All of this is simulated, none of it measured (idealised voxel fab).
Module name: voxel self aligned vias (process module)
Cross-sectional view cut (width: 230 nm; square cell size: 5 nm).
Square cells in a grid make up a cross-section in this document, and the grid is given as bands, listed from the top down, each one or more rows of cells. What a band's entry tells you: where the top is and where the bottom is, as heights in nm, and after that what lies inside, material by material from left to right, each with its width in nm. Empty space is written as the word "empty", and a single material marked with the word "full width" occupies the band from edge to edge. We count height from 0. Below that, the starting wafer is all one material. The lowest band never ends at the bottom but goes on down; see "0 and below" for how that is written. Note: "30..40" means the width goes from the first number (top row of the band) to the second number (bottom row) in equal steps per row of cells. When a step is marked "no change occurred", none of the cells in the cross-section changed during that step. So "Enclosed internal voids" is basically the list of trapped voids: any empty space of 8 cells or more that can't reach the top through an opening. They're written width x height at distance, the distance being from the left edge, and it's all nm. Step line, after settings: the simulator's comment on this step. Each step line may optionally specify "overlay nm", which for a step with a mask gives the rightward distance between the mask's planned place and where it lay, a negative value indicating the leftward direction.
[Planned step list for the process]
1 RECEIVE,material Si
2 CONFORMAL_DEP,material SiO2,thk nm 10
3 CONFORMAL_DEP,material SiCN,thk nm 5
4 DIRECTIONAL_DEP,material SiO2,thk nm 20
5 DIRECTIONAL_DEP,material aC,thk nm 10
6 PATTERN,tone open,mask id LINES,material resist,width nm 20,pitch nm 55,thk nm 30,overlay nm 0
7 DIRECTIONAL_ETCH,etch materials aC,depth nm 10
8 STRIP,etch materials resist
9 DIRECTIONAL_ETCH,etch materials SiO2,depth nm 30
10 STRIP,etch materials aC
11 CONFORMAL_DEP,material TiN,thk nm 5
12 FILL_DEP,material Ru,thk nm 5
13 CMP,height nm 45
14 SELECTIVE_ETCH,etch materials W Ru TiN,depth nm 10
15 FILL_DEP,material SiN,thk nm 10
16 CMP,height nm 45
17 DIRECTIONAL_DEP,material SiO2,thk nm 20
18 PATTERN,tone open,mask id VIAS,material resist,width nm 40,pitch nm 110,thk nm 20,overlay nm 0
19 DIRECTIONAL_ETCH,etch materials SiO2,depth nm 20
20 DIRECTIONAL_ETCH,etch materials SiN,depth nm 10
21 STRIP,etch materials resist
22 CONFORMAL_DEP,material TiN,thk nm 5
23 FILL_DEP,material Cu,thk nm 10
24 CMP,height nm 65
25 CONFORMAL_DEP,material SiN,thk nm 5
Same starting wafers, different thk nm at step 4. Plan value belongs to the first wafer.
[As-received state after step 1, first of several wafers, cross-section]
- 0 and below: Si full width
- Enclosed internal voids: none
[Cross-section of the first of several wafers, taken after step 25, where the module ends]
- 70 down to 65: SiN full width
- 65 down to 45: SiO2 (40), then TiN (5), then Cu (30), then TiN (5), then SiO2 (70), then TiN (5), then Cu (30), then TiN (5), then SiO2 (40)
- 45 down to 40: SiN (40), then TiN (5), then Cu (30), then TiN (5), then SiN (70), then TiN (5), then Cu (30), then TiN (5), then SiN (40)
- 40 down to 35: SiN (40), then TiN (40), then SiN (70), then TiN (40), then SiN (40)
- 35 down to 20: SiO2 (50), then TiN (5), then Ru (10), then TiN (5), then SiO2 (35), then TiN (5), then Ru (10), then TiN (5), then SiO2 (35), then TiN (5), then Ru (10), then TiN (5), then SiO2 (50)
- 20 down to 15: SiO2 (50), then TiN (20), then SiO2 (35), then TiN (20), then SiO2 (35), then TiN (20), then SiO2 (50)
- 15 down to 10: SiCN full width
- 10 down to 0: SiO2 full width
- 0 and below: Si full width
- Enclosed internal voids: none
[The final wafer, sectioned at module end]
- 70 down to 65: SiN full width
- 65 down to 50: SiO2 (40), then TiN (5), then Cu (30), then TiN (5), then SiO2 (70), then TiN (5), then Cu (30), then TiN (5), then SiO2 (40)
- 50 down to 45: SiO2 (40), then TiN (15), then Cu (10), then TiN (15), then SiO2 (70), then TiN (15), then Cu (10), then TiN (15), then SiO2 (40)
- 45 down to 40: SiO2 (50), then TiN (5), then Cu (10), then TiN (5), then SiO2 (35), then SiN (20), then SiO2 (35), then TiN (5), then Cu (10), then TiN (5), then SiO2 (50)
- 40 down to 35: SiO2 (50), then TiN (20), then SiO2 (35), then SiN (20), then SiO2 (35), then TiN (20), then SiO2 (50)
- 35 down to 30: SiO2 (50), then TiN (20), then SiO2 (35), then TiN (20), then SiO2 (35), then TiN (20), then SiO2 (50)
- 30 down to 15: SiO2 full width
- 15 down to 10: SiCN full width
- 10 down to 0: SiO2 full width
- 0 and below: Si full width
- Enclosed internal voids: none
[For your reference, the table is organized with a row per wafer; each row reflects the wafer at the end of the module, indicating for each material the cells gained (+) or lost (-) since receipt, and thereafter its closed voids]
thk nm 20 | +60 Cu | +18 Ru | +46 SiCN | +106 SiN | +348 SiO2 | +66 TiN | Enclosed internal voids: none
thk nm 25 | +52 Cu | +18 Ru | +46 SiCN | +80 SiN | +382 SiO2 | +66 TiN | Enclosed internal voids: none
thk nm 30 | +44 Cu | +18 Ru | +46 SiCN | +54 SiN | +416 SiO2 | +66 TiN | Enclosed internal voids: none
thk nm 35 | +44 Cu | +12 Ru | +46 SiCN | +54 SiN | +428 SiO2 | +60 TiN | Enclosed internal voids: none
thk nm 40 | +44 Cu | +6 Ru | +46 SiCN | +54 SiN | +440 SiO2 | +54 TiN | Enclosed internal voids: none
thk nm 45 | +44 Cu | +46 SiCN | +54 SiN | +452 SiO2 | +48 TiN | Enclosed internal voids: none
